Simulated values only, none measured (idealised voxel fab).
Process module, titled voxel capacitor over wiring
Square cells of 5 nm make up the cross-section cut, whose width is 195 nm.
Heads up, the way a cross-section reads in here is a grid of square cells, handed over as bands from the top down, with every band being one or more rows of cells.
It is stipulated that each band's entry specify, in nanometres, the height of the top of the band and then that of its bottom, followed by the materials of the band in left-to-right sequence, each together with its width in nanometres. A single material marked by the word "all across" is understood to fill the band from edge to edge; the word "air" is understood to denote empty space.
Below 0: as-received wafer, all one material; heights counted from there. Lowest band: no bottom, goes on down, written "0..down".
Note: "30 to 40" means the width goes from the first number (top row of the band) to the second number (bottom row) in equal steps per row of cells.
For the purposes of this document, the phrase "no alteration" attached to a step denotes that no cell within the cross-section was modified by that step.
This entry, "Fully enclosed voids", enumerates those empty regions of no fewer than 8 cells that possess no open connection to the top. Each region is reported in the form width x height at distance, the distance being taken from the left edge, with all three quantities expressed in nm.
What comes after the settings on a step's line is commentary from the simulator itself on that step.
The "overlay nm" setting may appear on a step's line; for a step that uses a mask, it gives how far to the right of its planned position the mask lay, and a negative value indicates the left.

# These are the steps we planned for the process
1,RECEIVE [material Si]
2,CONFORMAL_DEP [material SiO2] [thk nm 15]
3,CONFORMAL_DEP [material SiN] [thk nm 5]
4,DIRECTIONAL_DEP [material lowk] [thk nm 15]
5,DIRECTIONAL_DEP [material aC] [thk nm 15]
6,PATTERN [tone open] [mask id METAL_1] [material resist] [width nm 30] [pitch nm 80] [thk nm 30] [overlay nm 0]
7,DIRECTIONAL_ETCH [etch materials aC] [depth nm 15]
8,STRIP [etch materials resist]
9,DIRECTIONAL_ETCH [etch materials lowk] [depth nm 15]
10,DIRECTIONAL_ETCH [etch materials SiN] [depth nm 5]
11,STRIP [etch materials aC]
12,CONFORMAL_DEP [material TiN] [thk nm 5]
13,FILL_DEP [material Ru] [thk nm 10]
14,CMP [height nm 35]
15,CONFORMAL_DEP [material SiCN] [thk nm 5]
16,DIRECTIONAL_DEP [material SiO2] [thk nm 15]
17,MASKED_ETCH [tone open] [mask id PLUG_1] [width nm 15] [etch materials SiO2] [depth nm 15] [overlay nm 0]
18,MASKED_ETCH [tone open] [mask id PLUG_1] [width nm 15] [etch materials SiCN] [depth nm 5] [overlay nm 0]
19,EPI [material Ru] [thk nm 10]
20,EPI [material Ru] [thk nm 10]
21,DIRECTIONAL_DEP [material TiN] [thk nm 5]
22,DIRECTIONAL_DEP [material HfO2] [thk nm 5]
23,DIRECTIONAL_DEP [material TiN] [thk nm 5]
24,MASKED_ETCH [tone cover] [mask id UPPER_PLATE] [width nm 55] [etch materials TiN] [depth nm 5] [overlay nm 0]
25,MASKED_ETCH [tone cover] [mask id UPPER_PLATE] [width nm 55] [etch materials HfO2] [depth nm 5] [overlay nm 0]
26,MASKED_ETCH [tone cover] [mask id LOWER_PLATE] [width nm 65] [etch materials TiN] [depth nm 5] [overlay nm 0]
27,FILL_DEP [material SiO2] [thk nm 20]
28,CMP [height nm 85]
29,PATTERN [tone open] [mask id PLUG_2] [material resist] [width nm 15] [thk nm 15] [overlay nm 0]
30,DIRECTIONAL_ETCH [etch materials SiO2] [depth nm 15]
31,STRIP [etch materials resist]
32,CONFORMAL_DEP [material TiN] [thk nm 5]
33,FILL_DEP [material W] [thk nm 5]
34,CMP [height nm 85]
35,CONFORMAL_DEP [material SiCN] [thk nm 5]

# Cross-section of the wafer as it came to us, i.e., already through step 1
  0..down  Si all across
  Fully enclosed voids: none

# Cross-section taken at module completion on the first of two wafers; processed per the plan
  90..85  SiCN all across
  85..75  65 SiO2, 5 TiN, 5 W, 5 TiN, 115 SiO2
  75..65  65 to 55 SiO2, 15 to 55 TiN, 115 to 85 SiO2
  65..60  55 SiO2, 55 HfO2, 85 SiO2
  60..55  50 SiO2, 65 TiN, 80 SiO2
  55..40  55 SiO2, 15 Ru, 125 SiO2
  40..35  55 SiCN, 15 Ru, 125 SiCN
  35..20  40 lowk, 5 TiN, 20 Ru, 5 TiN, 50 lowk, 5 TiN, 20 Ru, 5 TiN, 45 lowk
  20..15  40 SiN, 30 TiN, 50 SiN, 30 TiN, 45 SiN
  15..0  SiO2 all across
  0..down  Si all across
  Fully enclosed voids: none

# So this is wafer number two of the two, cut at the end of the module - it started where the first did and had the same plan, we just got one thing wrong running it
  90..85  SiCN all across
  85..75  65 SiO2, 5 TiN, 5 W, 5 TiN, 115 SiO2
  75..70  65 SiO2, 15 TiN, 115 SiO2
  70..65  SiO2 all across
  65..60  55 SiO2, 55 HfO2, 85 SiO2
  60..55  50 SiO2, 65 TiN, 80 SiO2
  55..40  55 SiO2, 15 Ru, 125 SiO2
  40..35  55 SiCN, 15 Ru, 125 SiCN
  35..20  40 lowk, 5 TiN, 20 Ru, 5 TiN, 50 lowk, 5 TiN, 20 Ru, 5 TiN, 45 lowk
  20..15  40 SiN, 30 TiN, 50 SiN, 30 TiN, 45 SiN
  15..0  SiO2 all across
  0..down  Si all across
  Fully enclosed voids: none
Error vs. plan: plan step 23 never ran because it was skipped
at the end the second wafer has, in cells: +11 SiO2; -11 TiN
